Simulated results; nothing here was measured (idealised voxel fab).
The following process module bears the name voxel ribs on slabs.
FYI the section here is cut, 285 nm wide, cells are 5 nm squares.
This document writes a cross-section as a grid whose cells are square, and gives it as bands, listed from the top down; one or more rows of cells form a band. This entry defines a band. It first specifies the height of the band's top and the height of its bottom in nm, and then specifies the band's materials from left to right, stating each material with its width in nm. The word "full width" identifies a single material that fills the band from edge to edge, while the word "air" identifies empty space. Height 0 is the level under which the wafer as received is all one material. The lowest band goes on downwards, as in "0 and below". Width spec "30->40" -> top row of cells at first value, bottom row at second value, equal per-row change in between. Key: "remains unaltered" - step with no changed cell in the cross-section. "Trapped void list" enumerates empty spaces isolated from the top, with no open way to it, that contain at least 8 cells, giving each as width x height at distance from the left edge, all three in nm. On each step's line, the part that comes after the settings is the simulator's own comment on the step. For masked steps, "overlay nm" on the step line gives how far right of plan the mask actually lay; a minus sign means it lay to the left.

**So here's the lineup of process steps we planned**
1 RECEIVE: material Si
2 DIRECTIONAL_DEP: material SiO2, thk nm 30
3 DIRECTIONAL_DEP: material SiN, thk nm 20
4 DIRECTIONAL_DEP: material aC, thk nm 15
5 PATTERN: tone cover, mask id RIB, material resist, width nm 30, thk nm 30, overlay nm 0
6 DIRECTIONAL_ETCH: etch materials aC, depth nm 15
7 STRIP: etch materials resist
8 DIRECTIONAL_ETCH: etch materials SiN, depth nm 5
9 STRIP: etch materials aC
10 DIRECTIONAL_DEP: material aC, thk nm 15
11 PATTERN: tone cover, mask id SLAB, material resist, width nm 60, thk nm 35, overlay nm 0
12 DIRECTIONAL_ETCH: etch materials aC, depth nm 15
13 STRIP: etch materials resist
14 DIRECTIONAL_ETCH: etch materials SiN, depth nm 15
15 STRIP: etch materials aC
16 FILL_DEP: material SiO2, thk nm 25
17 CMP: height nm 65
18 DIRECTIONAL_DEP: material W, thk nm 5
19 PATTERN: tone cover, mask id HEATER, material resist, width nm 40, thk nm 20, overlay nm 0
20 DIRECTIONAL_ETCH: etch materials W, depth nm 10
21 STRIP: etch materials resist
22 CONFORMAL_DEP: material SiN, thk nm 10
varied across the wafers: thk nm of step 18. The plan shows the first wafer's value. All wafers start alike

**As-received state after step 1, first of several wafers, cross-section**
	0 and below: Si full width
	Trapped void list: none

**Cross-sectional representation of the first of several wafers at the end of the module, i.e. after its terminal step, step 22**
	80 down to 75: air 110 / SiN 60 / air 115
	75 down to 70: SiN full width
	70 down to 65: SiN 120 / W 40 / SiN 125
	65 down to 50: SiO2 full width
	50 down to 45: SiO2 125 / SiN 30 / SiO2 130
	45 down to 30: SiO2 110 / SiN 60 / SiO2 115
	30 down to 0: SiO2 full width
	0 and below: Si full width
	Trapped void list: none

**So this is the cross-section on the last wafer at the end of the module**
	100 down to 90: air 110 / SiN 60 / air 115
	90 down to 80: SiN 120 / W 40 / SiN 125
	80 down to 65: W full width
	65 down to 50: SiO2 full width
	50 down to 45: SiO2 125 / SiN 30 / SiO2 130
	45 down to 30: SiO2 110 / SiN 60 / SiO2 115
	30 down to 0: SiO2 full width
	0 and below: Si full width
	Trapped void list: none

**The rows of the table below are wafers. Looking at the end of the module, a row counts, for every material, the cells the wafer has gained, shown as (+), or lost, shown as (-), since it was received; its closed voids come next**
thk nm 5, +160 SiN, +699 SiO2, +8 W, Trapped void list: none
thk nm 10, +164 SiN, +699 SiO2, +16 W, Trapped void list: none
thk nm 15, +164 SiN, +699 SiO2, +73 W, Trapped void list: none
thk nm 20, +164 SiN, +699 SiO2, +130 W, Trapped void list: none
thk nm 25, +164 SiN, +699 SiO2, +187 W, Trapped void list: none
